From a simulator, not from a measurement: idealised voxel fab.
A process module follows: voxel released beams.
Section cut is 180 nm wide and gridded with 5 nm square cells.
A cross-section in this document is a grid of square cells, and it is written down as bands, the top band listed before the ones below it; a band is made up of one or more rows of cells. This entry defines a band. It first specifies the height of the band's top and the height of its bottom in nm, and then specifies the band's materials from left to right, stating each material with its width in nm. The word "all across" identifies a single material that fills the band from edge to edge, while the word "blank" identifies empty space. Heads up on the height convention: 0 is the point under which the incoming wafer is all one material, and the lowest band has no bottom, it just keeps going down, like "0 and below". The expression "30 to 40" gives the width at the extremes of the band, the first number at its top row of cells and the second at its bottom row, with the width changing by equal amounts from each row to the next in between. Where a step carries "remained the same", the cross-section came out of it unchanged, cell for cell. Enclosed voids (no open way to top), threshold 8 cells or more, entry "Trapped void list", notation width x height at distance, distance from left edge, nm. The remark found on a step's line after its settings is issued by the simulator itself and pertains to that step. The setting "overlay nm" may be written on the line of a step. When the step uses a mask, the value reports how far to the right of the planned place the mask lay, and a negative value reports that it lay to the left.

These are the steps we planned for the process
1: RECEIVE (material Si)
2: CONFORMAL_DEP (material SiN; thk nm 5)
3: DIRECTIONAL_DEP (material SiO2; thk nm 10)
4: MASKED_ETCH (tone open; mask id ANCHOR; width nm 35; etch materials SiO2; depth nm 10; overlay nm 0)
5: CONFORMAL_DEP (material TiN; thk nm 10)
6: MASKED_ETCH (tone cover; mask id BEAM; width nm 80; etch materials TiN; depth nm 10; overlay nm 0)
7: STRIP (etch materials SiO2)

Shown in cross-section is the wafer as received, that is, as it stands after step 1
> 0 and below: Si all across
> Trapped void list: none

Look at the cross-section after the module: the wafer started out the way shown above and the plan was the one shown above, yet one mistake was made along the way
> 25 down to 15: blank=45, then TiN=5, then blank=15, then TiN=60, then blank=55
> 15 down to 5: blank=40, then TiN=35, then blank=105
> 5 down to 0: SiN all across
> 0 and below: Si all across
> Trapped void list: none
Against the plan, the run slipped here: heads up, step 4 didn't go per plan, it actually ran as MASKED_ETCH (tone open; mask id ANCHOR; width nm 35; etch materials SiO2; depth nm 10; overlay nm -10)
